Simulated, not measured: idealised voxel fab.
process module | voxel transistor to metal
cross-section cut | 265 nm wide | cells 5 nm
A cross-section is a grid of square cells, given in bands from the top down. A band is one or more rows of cells.
Each band's line starts with the height of the band's top and of its bottom, in nm. Then come its materials from left to right, each with its width in nm. One material with "throughout" fills the band from edge to edge. "air" is empty space.
Height 0 is the level under which the wafer as received is all one material. The lowest band goes on downwards, as in "0 down".
A width such as "30 to 40" changes by the same amount from each row of cells to the next, from the band's top row to its bottom row.
"no change" after a step means that no cell of the cross-section changed.
closed voids: empty space of 8 cells or more with no open way to the top, each as width x height at its distance from the left edge, in nm
after a step's settings: what the simulator itself notes on the step
overlay nm, on a step with a mask: how far to the right of its planned place the mask lay; to the left if negative
plan
1 op RECEIVE | material Si
2 op OXIDIZE | depth nm 5
3 op CONFORMAL_DEP | material SiN | thk nm 10
4 op PATTERN | tone cover | mask id ACTIVE | material resist | width nm 100 | pitch nm 125 | thk nm 20 | overlay nm 0
5 op DIRECTIONAL_ETCH | etch materials SiN | depth nm 10
6 op DIRECTIONAL_ETCH | etch materials SiO2 | depth nm 5
7 op DIRECTIONAL_ETCH | etch materials Si | depth nm 20
8 op STRIP | etch materials resist
9 op OXIDIZE | depth nm 5
10 op FILL_DEP | material SiO2 | thk nm 10
11 op CMP | height nm 10
12 op SELECTIVE_ETCH | etch materials SiO2 | depth nm 10
13 op STRIP | etch materials SiN
14 op SELECTIVE_ETCH | etch materials SiO2 | depth nm 5
15 op OXIDIZE | depth nm 5
16 op DIRECTIONAL_DEP | material polySi | thk nm 30
17 op DIRECTIONAL_DEP | material SiCN | thk nm 10
18 op MASKED_ETCH | tone cover | mask id GATE | width nm 20 | pitch nm 125 | etch materials SiCN | depth nm 20 | overlay nm 0
19 op MASKED_ETCH | tone cover | mask id GATE | width nm 20 | pitch nm 125 | etch materials polySi | depth nm 40 | overlay nm 0
20 op CONFORMAL_DEP | material SiN | thk nm 5
21 op DIRECTIONAL_ETCH | etch materials SiN | depth nm 5
22 op DIRECTIONAL_ETCH | etch materials SiO2 | depth nm 5
23 op EPI | material nSi | thk nm 5
24 op FILL_DEP | material SiO2 | thk nm 5
25 op CMP | height nm 35
26 op DIRECTIONAL_DEP | material SiO2 | thk nm 15
27 op MASKED_ETCH | tone open | mask id CONTACT | width nm 15 | etch materials SiO2 | depth nm 55 | overlay nm 0
28 op CONFORMAL_DEP | material TiN | thk nm 5
29 op FILL_DEP | material W | thk nm 10
30 op CMP | height nm 50
31 op CONFORMAL_DEP | material SiN | thk nm 5
32 op DIRECTIONAL_DEP | material lowk | thk nm 15
33 op PATTERN | tone open | mask id METAL_1 | material resist | width nm 15 | thk nm 15 | overlay nm 0
34 op DIRECTIONAL_ETCH | etch materials lowk | depth nm 15
35 op DIRECTIONAL_ETCH | etch materials SiN | depth nm 5
36 op STRIP | etch materials resist
37 op CONFORMAL_DEP | material TiN | thk nm 5
38 op FILL_DEP | material Ru | thk nm 10
39 op CMP | height nm 70
40 op EPI | material Ru | thk nm 5
41 op FILL_DEP | material SiCN | thk nm 5
42 op DIRECTIONAL_DEP | material lowk | thk nm 35
43 op DIRECTIONAL_DEP | material aC | thk nm 15
44 op PATTERN | tone open | mask id METAL_2 | material resist | width nm 15 | pitch nm 125 | thk nm 30 | overlay nm 0
45 op DIRECTIONAL_ETCH | etch materials aC | depth nm 15
46 op STRIP | etch materials resist
47 op DIRECTIONAL_ETCH | etch materials lowk | depth nm 20
48 op STRIP | etch materials aC
49 op PATTERN | tone open | mask id METAL_2_HOLES | material resist | width nm 15 | pitch nm 125 | thk nm 15 | overlay nm 0
50 op DIRECTIONAL_ETCH | etch materials lowk | depth nm 15
51 op DIRECTIONAL_ETCH | etch materials SiCN | depth nm 5
52 op STRIP | etch materials resist
53 op CONFORMAL_DEP | material TiN | thk nm 5
54 op FILL_DEP | material Ru | thk nm 5
55 op CMP | height nm 115
56 op CONFORMAL_DEP | material SiN | thk nm 5
as received, after step 1
  0 down: Si throughout
  closed voids: none
first wafer at the end, as planned
  120 to 115: SiN throughout
  115 to 80: lowk 30 | TiN 5 | Ru 5 | TiN 5 | lowk 110 | TiN 5 | Ru 5 | TiN 5 | lowk 95
  80 to 75: SiCN 30 | TiN 15 | SiCN 110 | TiN 15 | SiCN 95
  75 to 70: SiCN 25 | Ru 25 | SiCN 40 | Ru 25 | SiCN 35 | Ru 25 | SiCN 40 | Ru 25 | SiCN 25
  70 to 55: lowk 30 | TiN 5 | Ru 5 | TiN 5 | lowk 50 | TiN 5 | Ru 5 | TiN 5 | lowk 45 | TiN 5 | Ru 5 | TiN 5 | lowk 50 | TiN 5 | Ru 5 | TiN 5 | lowk 30
  55 to 50: SiN 30 | TiN 15 | SiN 50 | TiN 15 | SiN 45 | TiN 15 | SiN 50 | TiN 15 | SiN 30
  50 to 35: SiO2 30 | TiN 5 | W 5 | TiN 5 | SiO2 50 | TiN 5 | W 5 | TiN 5 | SiO2 45 | TiN 5 | W 5 | TiN 5 | SiO2 50 | TiN 5 | W 5 | TiN 5 | SiO2 30
  35 to 25: SiO2 30 | TiN 5 | W 5 | TiN 5 | SiO2 10 | SiN 5 | SiCN 20 | SiN 5 | SiO2 10 | TiN 5 | W 5 | TiN 5 | SiO2 45 | TiN 5 | W 5 | TiN 5 | SiO2 10 | SiN 5 | SiCN 20 | SiN 5 | SiO2 10 | TiN 5 | W 5 | TiN 5 | SiO2 30
  25 to 0: SiO2 30 | TiN 5 | W 5 | TiN 5 | SiO2 10 | SiN 5 | polySi 20 | SiN 5 | SiO2 10 | TiN 5 | W 5 | TiN 5 | SiO2 45 | TiN 5 | W 5 | TiN 5 | SiO2 10 | SiN 5 | polySi 20 | SiN 5 | SiO2 10 | TiN 5 | W 5 | TiN 5 | SiO2 30
  0 to -5: SiO2 30 | TiN 15 | SiO2 10 | SiN 5 | polySi 20 | SiN 5 | SiO2 10 | TiN 15 | SiO2 45 | TiN 15 | SiO2 10 | SiN 5 | polySi 20 | SiN 5 | SiO2 10 | TiN 15 | SiO2 30
  -5 to -10: SiO2 20 | nSi 35 | SiO2 30 | nSi 35 | SiO2 25 | nSi 35 | SiO2 30 | nSi 35 | SiO2 20
  -10 to -30: SiO2 25 | Si 90 | SiO2 35 | Si 90 | SiO2 25
  -30 down: Si throughout
  closed voids: none
second wafer at the end: like start, like plan, one mistake
  120 to 115: SiN throughout
  115 to 80: lowk 30 | TiN 5 | Ru 5 | TiN 5 | lowk 110 | TiN 5 | Ru 5 | TiN 5 | lowk 95
  80 to 75: SiCN 30 | TiN 15 | SiCN 110 | TiN 15 | SiCN 95
  75 to 70: SiCN 25 | Ru 25 | SiCN 40 | Ru 25 | SiCN 35 | Ru 25 | SiCN 40 | Ru 25 | SiCN 25
  70 to 55: lowk 30 | TiN 5 | Ru 5 | TiN 5 | lowk 50 | TiN 5 | Ru 5 | TiN 5 | lowk 45 | TiN 5 | Ru 5 | TiN 5 | lowk 50 | TiN 5 | Ru 5 | TiN 5 | lowk 30
  55 to 50: SiN 30 | TiN 15 | SiN 50 | TiN 15 | SiN 45 | TiN 15 | SiN 50 | TiN 15 | SiN 30
  50 to 35: SiO2 30 | TiN 5 | W 5 | TiN 5 | SiO2 50 | TiN 5 | W 5 | TiN 5 | SiO2 45 | TiN 5 | W 5 | TiN 5 | SiO2 50 | TiN 5 | W 5 | TiN 5 | SiO2 30
  35 to 25: SiO2 30 | TiN 5 | W 5 | TiN 5 | SiO2 10 | SiN 5 | SiCN 20 | SiN 5 | SiO2 10 | TiN 5 | W 5 | TiN 5 | SiO2 45 | TiN 5 | W 5 | TiN 5 | SiO2 10 | SiN 5 | SiCN 20 | SiN 5 | SiO2 10 | TiN 5 | W 5 | TiN 5 | SiO2 30
  25 to 0: SiO2 30 | TiN 5 | W 5 | TiN 5 | SiO2 50 | TiN 5 | W 5 | TiN 5 | SiO2 45 | TiN 5 | W 5 | TiN 5 | SiO2 50 | TiN 5 | W 5 | TiN 5 | SiO2 30
  0 to -5: SiO2 30 | TiN 15 | SiO2 50 | TiN 15 | SiO2 45 | TiN 15 | SiO2 50 | TiN 15 | SiO2 30
  -5 to -10: SiO2 throughout
  -10 to -30: SiO2 25 | Si 90 | SiO2 35 | Si 90 | SiO2 25
  -30 down: Si throughout
  closed voids: none
what went wrong: step 16 ran as: op DIRECTIONAL_DEP | material SiO2 | thk nm 30
at the end the second wafer has, in cells: 24 fewer of SiN | 100 more of SiO2 | 28 fewer of nSi | 48 fewer of polySi
